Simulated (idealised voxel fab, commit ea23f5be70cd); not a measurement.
Name of the process module below: voxel trench capacitor
For reference, the cross-section in this document is cut, with width 260 nm and square cells of 5 nm.
For the purposes of this document, a cross-section shall be understood as a grid of square cells, specified as bands listed in top-to-bottom order, each band consisting of one or more rows of cells. Quick guide to a band line: top height, bottom height (nm) up front; then every material left to right with its width in nm. Only one material and it's marked "all across"? Then it fills the band edge to edge. And "blank" just means empty space. Height reference: 0 = level under which incoming wafer is all one material. Lowest band: no bottom, runs on downward, e.g. "0 and below". Think of "30..40" as a width that walks from the first number to the second as you go down the band, top row to bottom row, taking equal-sized steps from row to row. Where a step carries "all unchanged", the cross-section came out of it unchanged, cell for cell. The entry "Enclosed empty spaces" lists the empty spaces that cover at least 8 cells and have no open path to the top. Each is written as width x height at distance, where the distance is measured from the left edge and all three values are in nm. Past the settings on a step's line: simulator remark, on that step. The optional step-line setting "overlay nm" applies to steps with a mask and quantifies how far to the right of its planned location the mask lay, a negative value indicating leftward placement.
### Below is the list of planned process steps
| 1 | RECEIVE,material Si |
| 2 | CONFORMAL_DEP,material SiN,thk nm 10 |
| 3 | PATTERN,tone open,mask id TRENCH,material resist,width nm 15,pitch nm 45,thk nm 15,overlay nm 0 |
| 4 | DIRECTIONAL_ETCH,etch materials SiN,depth nm 10 |
| 5 | DIRECTIONAL_ETCH,etch materials Si,depth nm 40 |
| 6 | STRIP,etch materials resist |
| 7 | CONFORMAL_DEP,material Al2O3,thk nm 5 |
| 8 | CONFORMAL_DEP,material TiN,thk nm 5 |
| 9 | FILL_DEP,material W,thk nm 5 |
| 10 | CMP,height nm 10 |
Same starting wafers, different width nm at step 3. Plan value belongs to the first wafer.
### Cross-section of the first of several wafers as received (after step 1)
	0 and below | Si all across
	Enclosed empty spaces: none
### Depicted here is the first of several wafers in cross-section, at module completion following the last step, step 10
	10 down to 0 | 55 of SiN, 5 of Al2O3, 5 of TiN, 5 of Al2O3, 30 of SiN, 5 of Al2O3, 5 of TiN, 5 of Al2O3, 30 of SiN, 5 of Al2O3, 5 of TiN, 5 of Al2O3, 30 of SiN, 5 of Al2O3, 5 of TiN, 5 of Al2O3, 55 of SiN
	0 down to -35 | 55 of Si, 5 of Al2O3, 5 of TiN, 5 of Al2O3, 30 of Si, 5 of Al2O3, 5 of TiN, 5 of Al2O3, 30 of Si, 5 of Al2O3, 5 of TiN, 5 of Al2O3, 30 of Si, 5 of Al2O3, 5 of TiN, 5 of Al2O3, 55 of Si
	-35 down to -40 | 55 of Si, 15 of Al2O3, 30 of Si, 15 of Al2O3, 30 of Si, 15 of Al2O3, 30 of Si, 15 of Al2O3, 55 of Si
	-40 and below | Si all across
	Enclosed empty spaces: none
### Cross-section of the last wafer at end of module
	10 down to 0 | 50 of SiN, 5 of Al2O3, 5 of TiN, 10 of W, 5 of TiN, 5 of Al2O3, 15 of SiN, 5 of Al2O3, 5 of TiN, 10 of W, 5 of TiN, 5 of Al2O3, 15 of SiN, 5 of Al2O3, 5 of TiN, 10 of W, 5 of TiN, 5 of Al2O3, 15 of SiN, 5 of Al2O3, 5 of TiN, 10 of W, 5 of TiN, 5 of Al2O3, 45 of SiN
	0 down to -30 | 50 of Si, 5 of Al2O3, 5 of TiN, 10 of W, 5 of TiN, 5 of Al2O3, 15 of Si, 5 of Al2O3, 5 of TiN, 10 of W, 5 of TiN, 5 of Al2O3, 15 of Si, 5 of Al2O3, 5 of TiN, 10 of W, 5 of TiN, 5 of Al2O3, 15 of Si, 5 of Al2O3, 5 of TiN, 10 of W, 5 of TiN, 5 of Al2O3, 45 of Si
	-30 down to -35 | 50 of Si, 5 of Al2O3, 20 of TiN, 5 of Al2O3, 15 of Si, 5 of Al2O3, 20 of TiN, 5 of Al2O3, 15 of Si, 5 of Al2O3, 20 of TiN, 5 of Al2O3, 15 of Si, 5 of Al2O3, 20 of TiN, 5 of Al2O3, 45 of Si
	-35 down to -40 | 50 of Si, 30 of Al2O3, 15 of Si, 30 of Al2O3, 15 of Si, 30 of Al2O3, 15 of Si, 30 of Al2O3, 45 of Si
	-40 and below | Si all across
	Enclosed empty spaces: none
### Wafer rows, end of module: cells per material gained (+) or lost (-) since receipt; closed voids last
width nm 15 | +84 Al2O3 | -96 Si | +80 SiN | +36 TiN | Enclosed empty spaces: none
width nm 20 | +88 Al2O3 | -128 Si | +72 SiN | +72 TiN | Enclosed empty spaces: none
width nm 25 | +92 Al2O3 | -160 Si | +64 SiN | +76 TiN | +32 W | Enclosed empty spaces: none
width nm 30 | +96 Al2O3 | -192 Si | +56 SiN | +80 TiN | +64 W | Enclosed empty spaces: none
